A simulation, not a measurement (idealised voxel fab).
The following is a process module called voxel wiring stack.
Pictured: cross-section cut, 175 nm wide, on a grid of 5 nm square cells.
Think of the cross-section as a grid of square cells. We describe it in bands, top to bottom, and each band covers one or more rows of those cells. Each band's line starts with the height of the band's top and of its bottom, in nm. Then come its materials from left to right, each with its width in nm. One material with "throughout" fills the band from edge to edge. "air" is empty space. Height 0 is the level under which the wafer as received is all one material. The lowest band goes on downwards, as in "z 0 and below". A width such as "30..40" changes by the same amount from each row of cells to the next, from the band's top row to its bottom row. "no change", as given for a step, is the statement that not any cell of the cross-section underwent a change during that step. So "Fully enclosed voids" is basically the list of trapped voids: any empty space of 8 cells or more that can't reach the top through an opening. They're written width x height at distance, the distance being from the left edge, and it's all nm. It should be noted that, on the line of a given step, the content following the step's settings is a remark produced by the simulator itself with respect to that step. If you see "overlay nm" on a step's line and that step has a mask, it's telling you how far right of where it was planned the mask ended up; a negative number means it went left instead.

# Process steps foreseen in the plan
- 1: RECEIVE, material Si
- 2: CONFORMAL_DEP, material SiO2, thk nm 10
- 3: CONFORMAL_DEP, material SiCN, thk nm 5
- 4: DIRECTIONAL_DEP, material SiO2, thk nm 25
- 5: DIRECTIONAL_DEP, material aC, thk nm 15
- 6: PATTERN, tone open, mask id METAL_1, material resist, width nm 25, pitch nm 40, thk nm 30, overlay nm 0
- 7: DIRECTIONAL_ETCH, etch materials aC, depth nm 15
- 8: STRIP, etch materials resist
- 9: DIRECTIONAL_ETCH, etch materials SiO2, depth nm 25
- 10: DIRECTIONAL_ETCH, etch materials SiCN, depth nm 5
- 11: STRIP, etch materials aC
- 12: CONFORMAL_DEP, material TiN, thk nm 5
- 13: FILL_DEP, material Ru, thk nm 5
- 14: CMP, height nm 40
- 15: EPI, material Ru, thk nm 5
- 16: FILL_DEP, material SiCN, thk nm 5
- 17: DIRECTIONAL_DEP, material SiO2, thk nm 25
- 18: MASKED_ETCH, tone open, mask id METAL_2, width nm 25, pitch nm 40, etch materials SiO2, depth nm 15, overlay nm 0
- 19: PATTERN, tone open, mask id METAL_2_HOLES, material resist, width nm 15, pitch nm 40, thk nm 15, overlay nm 0
- 20: DIRECTIONAL_ETCH, etch materials SiO2, depth nm 10
- 21: DIRECTIONAL_ETCH, etch materials SiCN, depth nm 5
- 22: STRIP, etch materials resist
- 23: CONFORMAL_DEP, material TiN, thk nm 5
- 24: FILL_DEP, material Cu, thk nm 5
- 25: CMP, height nm 75
- 26: CONFORMAL_DEP, material SiCN, thk nm 5

# First wafer of two (run as planned)

# Incoming wafer, cross-sectional view, post step 1
  z 0 and below | Si throughout
  Fully enclosed voids: none

# After step 2: wafer cross-section
  z 10 to 0 | SiO2 throughout
  Anything lower than 0 is untouched.

# After step 3: wafer cross-section
  z 15 to 10 | SiCN throughout
  Anything lower than 10 is untouched.

# After step 4: wafer cross-section
  z 40 to 15 | SiO2 throughout
  Anything lower than 15 is untouched.

# After step 5: wafer cross-section
  z 55 to 40 | aC throughout
  Anything lower than 40 is untouched.

# After step 6: wafer cross-section
  z 85 to 55 | 35 of resist, 25 of air, 15 of resist, 25 of air, 15 of resist, 25 of air, 35 of resist
  Anything lower than 55 is untouched.

# After step 7: wafer cross-section
  z 70 to 55 | 35 of resist, 25 of air, 15 of resist, 25 of air, 15 of resist, 25 of air, 35 of resist
  z 55 to 40 | 35 of aC, 25 of air, 15 of aC, 25 of air, 15 of aC, 25 of air, 35 of aC
  Anything lower than 40 is untouched.

# After step 8: wafer cross-section
  z 55 to 40 | 35 of aC, 25 of air, 15 of aC, 25 of air, 15 of aC, 25 of air, 35 of aC
  Anything lower than 40 is untouched.

# After step 9: wafer cross-section
  z 55 to 40 | 35 of aC, 25 of air, 15 of aC, 25 of air, 15 of aC, 25 of air, 35 of aC
  z 40 to 15 | 35 of SiO2, 25 of air, 15 of SiO2, 25 of air, 15 of SiO2, 25 of air, 35 of SiO2
  Anything lower than 15 is untouched.

# After step 10: wafer cross-section
  z 55 to 40 | 35 of aC, 25 of air, 15 of aC, 25 of air, 15 of aC, 25 of air, 35 of aC
  z 40 to 15 | 35 of SiO2, 25 of air, 15 of SiO2, 25 of air, 15 of SiO2, 25 of air, 35 of SiO2
  z 15 to 10 | 35 of SiCN, 25 of air, 15 of SiCN, 25 of air, 15 of SiCN, 25 of air, 35 of SiCN
  Anything lower than 10 is untouched.

# After step 11: wafer cross-section
  z 40 to 15 | 35 of SiO2, 25 of air, 15 of SiO2, 25 of air, 15 of SiO2, 25 of air, 35 of SiO2
  Anything lower than 15 is untouched.

# After step 12: wafer cross-section
  z 45 to 40 | 40 of TiN, 15 of air, 25 of TiN, 15 of air, 25 of TiN, 15 of air, 40 of TiN
  z 40 to 15 | 35 of SiO2, 5 of TiN, 15 of air, 5 of TiN, 15 of SiO2, 5 of TiN, 15 of air, 5 of TiN, 15 of SiO2, 5 of TiN, 15 of air, 5 of TiN, 35 of SiO2
  z 15 to 10 | 35 of SiCN, 25 of TiN, 15 of SiCN, 25 of TiN, 15 of SiCN, 25 of TiN, 35 of SiCN
  Anything lower than 10 is untouched.

# After step 13: wafer cross-section
  z 50 to 45 | Ru throughout
  z 45 to 40 | 40 of TiN, 15 of Ru, 25 of TiN, 15 of Ru, 25 of TiN, 15 of Ru, 40 of TiN
  z 40 to 15 | 35 of SiO2, 5 of TiN, 15 of Ru, 5 of TiN, 15 of SiO2, 5 of TiN, 15 of Ru, 5 of TiN, 15 of SiO2, 5 of TiN, 15 of Ru, 5 of TiN, 35 of SiO2
  Anything lower than 15 is untouched.

# After step 14: wafer cross-section
  z 40 to 15 | 35 of SiO2, 5 of TiN, 15 of Ru, 5 of TiN, 15 of SiO2, 5 of TiN, 15 of Ru, 5 of TiN, 15 of SiO2, 5 of TiN, 15 of Ru, 5 of TiN, 35 of SiO2
  Anything lower than 15 is untouched.

# After step 15: wafer cross-section
  z 45 to 40 | 30 of air, 35 of Ru, 5 of air, 35 of Ru, 5 of air, 35 of Ru, 30 of air
  Anything lower than 40 is untouched.

# After step 16: wafer cross-section
  z 50 to 45 | SiCN throughout
  z 45 to 40 | 30 of SiCN, 35 of Ru, 5 of SiCN, 35 of Ru, 5 of SiCN, 35 of Ru, 30 of SiCN
  Anything lower than 40 is untouched.

# After step 17: wafer cross-section
  z 75 to 50 | SiO2 throughout
  Anything lower than 50 is untouched.

# After step 18: wafer cross-section
  z 75 to 60 | 35 of SiO2, 25 of air, 15 of SiO2, 25 of air, 15 of SiO2, 25 of air, 35 of SiO2
  Anything lower than 60 is untouched.

# After step 19: wafer cross-section
  z 90 to 75 | 35 of resist, 15 of air, 25 of resist, 15 of air, 25 of resist, 15 of air, 45 of resist
  z 75 to 60 | 35 of SiO2, 15 of air, 10 of resist, 15 of SiO2, 15 of air, 10 of resist, 15 of SiO2, 15 of air, 10 of resist, 35 of SiO2
  Anything lower than 60 is untouched.

# After step 20: wafer cross-section
  z 90 to 75 | 35 of resist, 15 of air, 25 of resist, 15 of air, 25 of resist, 15 of air, 45 of resist
  z 75 to 60 | 35 of SiO2, 15 of air, 10 of resist, 15 of SiO2, 15 of air, 10 of resist, 15 of SiO2, 15 of air, 10 of resist, 35 of SiO2
  z 60 to 50 | 35 of SiO2, 15 of air, 25 of SiO2, 15 of air, 25 of SiO2, 15 of air, 45 of SiO2
  Anything lower than 50 is untouched.

# After step 21: wafer cross-section
  z 90 to 75 | 35 of resist, 15 of air, 25 of resist, 15 of air, 25 of resist, 15 of air, 45 of resist
  z 75 to 60 | 35 of SiO2, 15 of air, 10 of resist, 15 of SiO2, 15 of air, 10 of resist, 15 of SiO2, 15 of air, 10 of resist, 35 of SiO2
  z 60 to 50 | 35 of SiO2, 15 of air, 25 of SiO2, 15 of air, 25 of SiO2, 15 of air, 45 of SiO2
  z 50 to 45 | 35 of SiCN, 15 of air, 25 of SiCN, 15 of air, 25 of SiCN, 15 of air, 45 of SiCN
  Anything lower than 45 is untouched.

# After step 22: wafer cross-section
  z 75 to 60 | 35 of SiO2, 25 of air, 15 of SiO2, 25 of air, 15 of SiO2, 25 of air, 35 of SiO2
  Anything lower than 60 is untouched.

# After step 23: wafer cross-section
  z 80 to 75 | 40 of TiN, 15 of air, 25 of TiN, 15 of air, 25 of TiN, 15 of air, 40 of TiN
  z 75 to 65 | 35 of SiO2, 5 of TiN, 15 of air, 5 of TiN, 15 of SiO2, 5 of TiN, 15 of air, 5 of TiN, 15 of SiO2, 5 of TiN, 15 of air, 5 of TiN, 35 of SiO2
  z 65 to 60 | 35 of SiO2, 5 of TiN, 5 of air, 15 of TiN, 15 of SiO2, 5 of TiN, 5 of air, 15 of TiN, 15 of SiO2, 5 of TiN, 5 of air, 15 of TiN, 35 of SiO2
  z 60 to 50 | 35 of SiO2, 5 of TiN, 5 of air, 5 of TiN, 25 of SiO2, 5 of TiN, 5 of air, 5 of TiN, 25 of SiO2, 5 of TiN, 5 of air, 5 of TiN, 45 of SiO2
  z 50 to 45 | 35 of SiCN, 15 of TiN, 25 of SiCN, 15 of TiN, 25 of SiCN, 15 of TiN, 45 of SiCN
  Anything lower than 45 is untouched.

# After step 24: wafer cross-section
  z 85 to 80 | Cu throughout
  z 80 to 75 | 40 of TiN, 15 of Cu, 25 of TiN, 15 of Cu, 25 of TiN, 15 of Cu, 40 of TiN
  z 75 to 65 | 35 of SiO2, 5 of TiN, 15 of Cu, 5 of TiN, 15 of SiO2, 5 of TiN, 15 of Cu, 5 of TiN, 15 of SiO2, 5 of TiN, 15 of Cu, 5 of TiN, 35 of SiO2
  z 65 to 60 | 35 of SiO2, 5 of TiN, 5 of Cu, 15 of TiN, 15 of SiO2, 5 of TiN, 5 of Cu, 15 of TiN, 15 of SiO2, 5 of TiN, 5 of Cu, 15 of TiN, 35 of SiO2
  z 60 to 50 | 35 of SiO2, 5 of TiN, 5 of Cu, 5 of TiN, 25 of SiO2, 5 of TiN, 5 of Cu, 5 of TiN, 25 of SiO2, 5 of TiN, 5 of Cu, 5 of TiN, 45 of SiO2
  Anything lower than 50 is untouched.

# After step 25: wafer cross-section
  z 75 to 65 | 35 of SiO2, 5 of TiN, 15 of Cu, 5 of TiN, 15 of SiO2, 5 of TiN, 15 of Cu, 5 of TiN, 15 of SiO2, 5 of TiN, 15 of Cu, 5 of TiN, 35 of SiO2
  Anything lower than 65 is untouched.

# After step 26: wafer cross-section
  z 80 to 75 | SiCN throughout
  Anything lower than 75 is untouched.

# Second wafer: same start and same plan as the first, one execution error; identical to the first through step 1

# Second wafer profile in section, at the moment step 2 of the plan was meant to be complete
  z 5 to 0 | SiO2 throughout
  Anything lower than 0 is untouched.

# Second wafer profile in section, at the moment step 3 of the plan was meant to be complete
  z 10 to 5 | SiCN throughout
  Anything lower than 5 is untouched.

# Second wafer profile in section, at the moment step 4 of the plan was meant to be complete
  z 35 to 10 | SiO2 throughout
  Anything lower than 10 is untouched.

# Second wafer profile in section, at the moment step 5 of the plan was meant to be complete
  z 50 to 35 | aC throughout
  Anything lower than 35 is untouched.

# Second wafer profile in section, at the moment step 6 of the plan was meant to be complete
  z 80 to 50 | 35 of resist, 25 of air, 15 of resist, 25 of air, 15 of resist, 25 of air, 35 of resist
  Anything lower than 50 is untouched.

# Second wafer profile in section, at the moment step 7 of the plan was meant to be complete
  z 65 to 50 | 35 of resist, 25 of air, 15 of resist, 25 of air, 15 of resist, 25 of air, 35 of resist
  z 50 to 35 | 35 of aC, 25 of air, 15 of aC, 25 of air, 15 of aC, 25 of air, 35 of aC
  Anything lower than 35 is untouched.

# Second wafer profile in section, at the moment step 8 of the plan was meant to be complete
  z 50 to 35 | 35 of aC, 25 of air, 15 of aC, 25 of air, 15 of aC, 25 of air, 35 of aC
  Anything lower than 35 is untouched.

# Second wafer profile in section, at the moment step 9 of the plan was meant to be complete
  z 50 to 35 | 35 of aC, 25 of air, 15 of aC, 25 of air, 15 of aC, 25 of air, 35 of aC
  z 35 to 10 | 35 of SiO2, 25 of air, 15 of SiO2, 25 of air, 15 of SiO2, 25 of air, 35 of SiO2
  Anything lower than 10 is untouched.

# Second wafer profile in section, at the moment step 10 of the plan was meant to be complete
  z 50 to 35 | 35 of aC, 25 of air, 15 of aC, 25 of air, 15 of aC, 25 of air, 35 of aC
  z 35 to 10 | 35 of SiO2, 25 of air, 15 of SiO2, 25 of air, 15 of SiO2, 25 of air, 35 of SiO2
  z 10 to 5 | 35 of SiCN, 25 of air, 15 of SiCN, 25 of air, 15 of SiCN, 25 of air, 35 of SiCN
  Anything lower than 5 is untouched.

# Second wafer profile in section, at the moment step 11 of the plan was meant to be complete
  z 35 to 10 | 35 of SiO2, 25 of air, 15 of SiO2, 25 of air, 15 of SiO2, 25 of air, 35 of SiO2
  Anything lower than 10 is untouched.

# Second wafer profile in section, at the moment step 12 of the plan was meant to be complete
  z 40 to 35 | 40 of TiN, 15 of air, 25 of TiN, 15 of air, 25 of TiN, 15 of air, 40 of TiN
  z 35 to 10 | 35 of SiO2, 5 of TiN, 15 of air, 5 of TiN, 15 of SiO2, 5 of TiN, 15 of air, 5 of TiN, 15 of SiO2, 5 of TiN, 15 of air, 5 of TiN, 35 of SiO2
  z 10 to 5 | 35 of SiCN, 25 of TiN, 15 of SiCN, 25 of TiN, 15 of SiCN, 25 of TiN, 35 of SiCN
  Anything lower than 5 is untouched.

# Second wafer profile in section, at the moment step 13 of the plan was meant to be complete
  z 45 to 40 | Ru throughout
  z 40 to 35 | 40 of TiN, 15 of Ru, 25 of TiN, 15 of Ru, 25 of TiN, 15 of Ru, 40 of TiN
  z 35 to 10 | 35 of SiO2, 5 of TiN, 15 of Ru, 5 of TiN, 15 of SiO2, 5 of TiN, 15 of Ru, 5 of TiN, 15 of SiO2, 5 of TiN, 15 of Ru, 5 of TiN, 35 of SiO2
  Anything lower than 10 is untouched.

# Second wafer profile in section, at the moment step 14 of the plan was meant to be complete
  z 40 to 35 | 40 of TiN, 15 of Ru, 25 of TiN, 15 of Ru, 25 of TiN, 15 of Ru, 40 of TiN
  Anything lower than 35 is untouched.

# Second wafer profile in section, at the moment step 15 of the plan was meant to be complete
  z 45 to 40 | Ru throughout
  Anything lower than 40 is untouched.

# Second wafer profile in section, at the moment step 16 of the plan was meant to be complete
  z 50 to 45 | SiCN throughout
  Anything lower than 45 is untouched.

# Second wafer profile in section, at the moment step 17 of the plan was meant to be complete
  z 75 to 50 | SiO2 throughout
  Anything lower than 50 is untouched.

# Second wafer profile in section, at the moment step 18 of the plan was meant to be complete
  z 75 to 60 | 35 of SiO2, 25 of air, 15 of SiO2, 25 of air, 15 of SiO2, 25 of air, 35 of SiO2
  Anything lower than 60 is untouched.

# Second wafer profile in section, at the moment step 19 of the plan was meant to be complete
  z 90 to 75 | 35 of resist, 15 of air, 25 of resist, 15 of air, 25 of resist, 15 of air, 45 of resist
  z 75 to 60 | 35 of SiO2, 15 of air, 10 of resist, 15 of SiO2, 15 of air, 10 of resist, 15 of SiO2, 15 of air, 10 of resist, 35 of SiO2
  Anything lower than 60 is untouched.

# Second wafer profile in section, at the moment step 20 of the plan was meant to be complete
  z 90 to 75 | 35 of resist, 15 of air, 25 of resist, 15 of air, 25 of resist, 15 of air, 45 of resist
  z 75 to 60 | 35 of SiO2, 15 of air, 10 of resist, 15 of SiO2, 15 of air, 10 of resist, 15 of SiO2, 15 of air, 10 of resist, 35 of SiO2
  z 60 to 50 | 35 of SiO2, 15 of air, 25 of SiO2, 15 of air, 25 of SiO2, 15 of air, 45 of SiO2
  Anything lower than 50 is untouched.

# Second wafer profile in section, at the moment step 21 of the plan was meant to be complete
  z 90 to 75 | 35 of resist, 15 of air, 25 of resist, 15 of air, 25 of resist, 15 of air, 45 of resist
  z 75 to 60 | 35 of SiO2, 15 of air, 10 of resist, 15 of SiO2, 15 of air, 10 of resist, 15 of SiO2, 15 of air, 10 of resist, 35 of SiO2
  z 60 to 50 | 35 of SiO2, 15 of air, 25 of SiO2, 15 of air, 25 of SiO2, 15 of air, 45 of SiO2
  z 50 to 45 | 35 of SiCN, 15 of air, 25 of SiCN, 15 of air, 25 of SiCN, 15 of air, 45 of SiCN
  Anything lower than 45 is untouched.

# Second wafer profile in section, at the moment step 22 of the plan was meant to be complete
  z 75 to 60 | 35 of SiO2, 25 of air, 15 of SiO2, 25 of air, 15 of SiO2, 25 of air, 35 of SiO2
  Anything lower than 60 is untouched.

# Second wafer profile in section, at the moment step 23 of the plan was meant to be complete
  z 80 to 75 | 40 of TiN, 15 of air, 25 of TiN, 15 of air, 25 of TiN, 15 of air, 40 of TiN
  z 75 to 65 | 35 of SiO2, 5 of TiN, 15 of air, 5 of TiN, 15 of SiO2, 5 of TiN, 15 of air, 5 of TiN, 15 of SiO2, 5 of TiN, 15 of air, 5 of TiN, 35 of SiO2
  z 65 to 60 | 35 of SiO2, 5 of TiN, 5 of air, 15 of TiN, 15 of SiO2, 5 of TiN, 5 of air, 15 of TiN, 15 of SiO2, 5 of TiN, 5 of air, 15 of TiN, 35 of SiO2
  z 60 to 50 | 35 of SiO2, 5 of TiN, 5 of air, 5 of TiN, 25 of SiO2, 5 of TiN, 5 of air, 5 of TiN, 25 of SiO2, 5 of TiN, 5 of air, 5 of TiN, 45 of SiO2
  z 50 to 45 | 35 of SiCN, 15 of TiN, 25 of SiCN, 15 of TiN, 25 of SiCN, 15 of TiN, 45 of SiCN
  Anything lower than 45 is untouched.

# Second wafer profile in section, at the moment step 24 of the plan was meant to be complete
  z 85 to 80 | Cu throughout
  z 80 to 75 | 40 of TiN, 15 of Cu, 25 of TiN, 15 of Cu, 25 of TiN, 15 of Cu, 40 of TiN
  z 75 to 65 | 35 of SiO2, 5 of TiN, 15 of Cu, 5 of TiN, 15 of SiO2, 5 of TiN, 15 of Cu, 5 of TiN, 15 of SiO2, 5 of TiN, 15 of Cu, 5 of TiN, 35 of SiO2
  z 65 to 60 | 35 of SiO2, 5 of TiN, 5 of Cu, 15 of TiN, 15 of SiO2, 5 of TiN, 5 of Cu, 15 of TiN, 15 of SiO2, 5 of TiN, 5 of Cu, 15 of TiN, 35 of SiO2
  z 60 to 50 | 35 of SiO2, 5 of TiN, 5 of Cu, 5 of TiN, 25 of SiO2, 5 of TiN, 5 of Cu, 5 of TiN, 25 of SiO2, 5 of TiN, 5 of Cu, 5 of TiN, 45 of SiO2
  Anything lower than 50 is untouched.

# Second wafer profile in section, at the moment step 25 of the plan was meant to be complete
  z 75 to 65 | 35 of SiO2, 5 of TiN, 15 of Cu, 5 of TiN, 15 of SiO2, 5 of TiN, 15 of Cu, 5 of TiN, 15 of SiO2, 5 of TiN, 15 of Cu, 5 of TiN, 35 of SiO2
  Anything lower than 65 is untouched.

# Second wafer profile in section, at the moment step 26 of the plan was meant to be complete
  z 80 to 75 | SiCN throughout
  Anything lower than 75 is untouched.
Deviation from plan: step 2: run off-plan, actual operation and settings CONFORMAL_DEP, material SiO2, thk nm 5
at the end the second wafer has, in cells: Ru: 23 more, SiCN: 14 fewer, SiO2: 35 fewer, TiN: 26 more
